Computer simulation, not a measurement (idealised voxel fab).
Name of the process module below: voxel capacitor over wiring
We display cut, a cross-section 140 nm in width whose square cells are each 5 nm.
Cross-section format: a grid of square cells, given as bands from top to bottom; each band is one or more rows of cells.
Heights first: top, then bottom, in nm. Then materials, left to right, each with a width in nm. "edge to edge" on a single material: fills the band edge to edge. "empty": empty space.
Beneath 0, the wafer as received is one material, and that level is where height counting begins. The lowest band goes on downward without a bottom; it is written like "0 and below".
Per-row width for "30..40": begins at first number (top row of band), ends at second number (bottom row), increment between rows held constant.
"identical to before", as given for a step, is the statement that not any cell of the cross-section underwent a change during that step.
This entry, "Fully closed voids", enumerates those empty regions of no fewer than 8 cells that possess no open connection to the top. Each region is reported in the form width x height at distance, the distance being taken from the left edge, with all three quantities expressed in nm.
On each step's line, the part that comes after the settings is the simulator's own comment on the step.
The line of a step may include "overlay nm". On a step with a mask, this value is how far to the right of its planned place the mask lay. A negative value means the mask lay to the left.
Process steps - plan
| 1 | RECEIVE: material Si |
| 2 | CONFORMAL_DEP: material SiO2, thk nm 10 |
| 3 | CONFORMAL_DEP: material SiN, thk nm 5 |
| 4 | DIRECTIONAL_DEP: material lowk, thk nm 20 |
| 5 | MASKED_ETCH: tone open, mask id METAL_1, width nm 20, pitch nm 85, etch materials lowk, depth nm 20, overlay nm 0 |
| 6 | MASKED_ETCH: tone open, mask id METAL_1, width nm 20, pitch nm 85, etch materials SiN, depth nm 5, overlay nm 0 |
| 7 | CONFORMAL_DEP: material TiN, thk nm 5 |
| 8 | FILL_DEP: material Ru, thk nm 10 |
| 9 | CMP: height nm 35 |
| 10 | CONFORMAL_DEP: material SiCN, thk nm 5 |
| 11 | DIRECTIONAL_DEP: material SiO2, thk nm 10 |
| 12 | MASKED_ETCH: tone open, mask id PLUG_1, width nm 15, etch materials SiO2, depth nm 10, overlay nm 0 |
| 13 | MASKED_ETCH: tone open, mask id PLUG_1, width nm 15, etch materials SiCN, depth nm 5, overlay nm 0 |
| 14 | EPI: material Ru, thk nm 10 |
| 15 | EPI: material Ru, thk nm 5 |
| 16 | DIRECTIONAL_DEP: material TiN, thk nm 5 |
| 17 | DIRECTIONAL_DEP: material SiN, thk nm 5 |
| 18 | DIRECTIONAL_DEP: material TiN, thk nm 10 |
| 19 | DIRECTIONAL_DEP: material aC, thk nm 10 |
| 20 | PATTERN: tone cover, mask id UPPER_PLATE, material resist, width nm 70, thk nm 30, overlay nm 0 |
| 21 | DIRECTIONAL_ETCH: etch materials aC, depth nm 10 |
| 22 | STRIP: etch materials resist |
| 23 | DIRECTIONAL_ETCH: etch materials TiN, depth nm 10 |
| 24 | DIRECTIONAL_ETCH: etch materials SiN, depth nm 5 |
| 25 | STRIP: etch materials aC |
| 26 | DIRECTIONAL_DEP: material aC, thk nm 15 |
| 27 | PATTERN: tone cover, mask id LOWER_PLATE, material resist, width nm 80, thk nm 35, overlay nm 0 |
| 28 | DIRECTIONAL_ETCH: etch materials aC, depth nm 15 |
| 29 | STRIP: etch materials resist |
| 30 | DIRECTIONAL_ETCH: etch materials TiN, depth nm 5 |
| 31 | STRIP: etch materials aC |
| 32 | FILL_DEP: material SiO2, thk nm 15 |
| 33 | CMP: height nm 80 |
| 34 | PATTERN: tone open, mask id PLUG_2, material resist, width nm 15, thk nm 15, overlay nm 0 |
| 35 | DIRECTIONAL_ETCH: etch materials SiO2, depth nm 10 |
| 36 | STRIP: etch materials resist |
| 37 | CONFORMAL_DEP: material TiN, thk nm 5 |
| 38 | FILL_DEP: material Cu, thk nm 10 |
| 39 | CMP: height nm 80 |
| 40 | CONFORMAL_DEP: material SiN, thk nm 5 |
So this is the incoming wafer in cross-section - it's already been through step 1
    0 and below: Si edge to edge
    Fully closed voids: none
Module complete - cross-section of the first of two wafers, run according to plan
    85 down to 80: SiN edge to edge
    80 down to 75: SiO2 30 nm, TiN 5 nm, Cu 5 nm, TiN 5 nm, SiO2 95 nm
    75 down to 70: SiO2 30 nm, TiN 15 nm, SiO2 95 nm
    70 down to 60: SiO2 20 nm, TiN 70 nm, SiO2 50 nm
    60 down to 55: SiO2 20 nm, SiN 70 nm, SiO2 50 nm
    55 down to 50: SiO2 15 nm, TiN 80 nm, SiO2 45 nm
    50 down to 40: SiO2 20 nm, Ru 15 nm, SiO2 105 nm
    40 down to 35: SiCN 20 nm, Ru 15 nm, SiCN 105 nm
    35 down to 15: lowk 15 nm, TiN 5 nm, Ru 10 nm, TiN 5 nm, lowk 65 nm, TiN 5 nm, Ru 10 nm, TiN 5 nm, lowk 20 nm
    15 down to 10: SiN 15 nm, TiN 20 nm, SiN 65 nm, TiN 20 nm, SiN 20 nm
    10 down to 0: SiO2 edge to edge
    0 and below: Si edge to edge
    Fully closed voids: none
Wafer two, end of module, cross-section. Same start, same plan as wafer one. One mistake in the run
    85 down to 80: SiN edge to edge
    80 down to 75: SiO2 30 nm, TiN 5 nm, Cu 5 nm, TiN 5 nm, SiO2 95 nm
    75 down to 70: SiO2 30 nm, TiN 15 nm, SiO2 95 nm
    70 down to 60: SiO2 20 nm, TiN 15 nm, SiO2 105 nm
    60 down to 55: SiO2 20 nm, SiN 15 nm, TiN 55 nm, SiO2 50 nm
    55 down to 50: SiO2 20 nm, TiN 70 nm, SiO2 50 nm
    50 down to 45: SiO2 35 nm, SiN 55 nm, SiO2 50 nm
    45 down to 40: SiO2 15 nm, TiN 5 nm, SiO2 15 nm, TiN 60 nm, SiO2 45 nm
    40 down to 35: SiCN edge to edge
    35 down to 15: lowk 15 nm, TiN 5 nm, Ru 10 nm, TiN 5 nm, lowk 65 nm, TiN 5 nm, Ru 10 nm, TiN 5 nm, lowk 20 nm
    15 down to 10: SiN 15 nm, TiN 20 nm, SiN 65 nm, TiN 20 nm, SiN 20 nm
    10 down to 0: SiO2 edge to edge
    0 and below: Si edge to edge
    Fully closed voids: none
Diagnosis: off-plan run, step 12, actual operation and settings MASKED_ETCH: tone cover, mask id PLUG_1, width nm 15, etch materials SiO2, depth nm 10, overlay nm 0
Wrapping up, a cell-based count of both wafers puts the second over or under the first for these materials: Ru -9 | SiCN +3 | SiO2 +6
